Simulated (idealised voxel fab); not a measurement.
process module | voxel self aligned contacts
cross-section cut | 165 nm wide | cells 5 nm
A cross-section is a grid of square cells, given in bands from the top down. A band is one or more rows of cells.
Each band's line starts with the height of the band's top and of its bottom, in nm. Then come its materials from left to right, each with its width in nm. One material with "throughout" fills the band from edge to edge. "air" is empty space.
Height 0 is the level under which the wafer as received is all one material. The lowest band goes on downwards, as in "0 down".
A width such as "30 to 40" changes by the same amount from each row of cells to the next, from the band's top row to its bottom row.
"no change" after a step means that no cell of the cross-section changed.
closed voids: empty space of 8 cells or more with no open way to the top, each as width x height at its distance from the left edge, in nm
after a step's settings: what the simulator itself notes on the step
overlay nm, on a step with a mask: how far to the right of its planned place the mask lay; to the left if negative
plan
1 op RECEIVE | material Si
2 op OXIDIZE | depth nm 5
3 op DIRECTIONAL_DEP | material polySi | thk nm 30
4 op DIRECTIONAL_DEP | material SiN | thk nm 20
5 op DIRECTIONAL_DEP | material aC | thk nm 15
6 op PATTERN | tone cover | mask id GATE | material resist | width nm 35 | pitch nm 70 | thk nm 30 | overlay nm 0
7 op DIRECTIONAL_ETCH | etch materials aC | depth nm 15
8 op STRIP | etch materials resist
9 op DIRECTIONAL_ETCH | etch materials SiN | depth nm 20
10 op DIRECTIONAL_ETCH | etch materials polySi | depth nm 30
11 op STRIP | etch materials aC
12 op CONFORMAL_DEP | material SiN | thk nm 10
13 op DIRECTIONAL_ETCH | etch materials SiN | depth nm 10
14 op FILL_DEP | material SiO2 | thk nm 15
15 op CMP | height nm 60
16 op DIRECTIONAL_DEP | material aC | thk nm 15
17 op PATTERN | tone open | mask id CONTACT | material resist | width nm 45 | thk nm 30 | overlay nm 0
18 op DIRECTIONAL_ETCH | etch materials aC | depth nm 15
19 op STRIP | etch materials resist
20 op DIRECTIONAL_ETCH | etch materials SiO2 | depth nm 65
21 op STRIP | etch materials aC
22 op CONFORMAL_DEP | material TiN | thk nm 5
23 op FILL_DEP | material Ru | thk nm 10
24 op CMP | height nm 60
25 op CONFORMAL_DEP | material SiCN | thk nm 5
as received, after step 1
  0 down: Si throughout
  closed voids: none
a wafer at the end: this start, this plan, one mistake
  80 to 75: SiCN throughout
  75 to 65: Ru throughout
  65 to 60: TiN 65 | Ru 35 | TiN 65
  60 to 50: SiO2 60 | TiN 5 to 20 | Ru 35 to 5 | TiN 5 to 20 | SiO2 60
  50 to 30: SiO2 20 | SiN 55 | TiN 5 | Ru 5 | TiN 5 | SiN 55 | SiO2 20
  30 to 0: SiO2 20 | SiN 10 | polySi 35 | SiN 10 | TiN 5 | Ru 5 | TiN 5 | SiN 10 | polySi 35 | SiN 10 | SiO2 20
  0 to -5: SiO2 75 | TiN 15 | SiO2 75
  -5 down: Si throughout
  closed voids: none
what went wrong: step 24 was left out
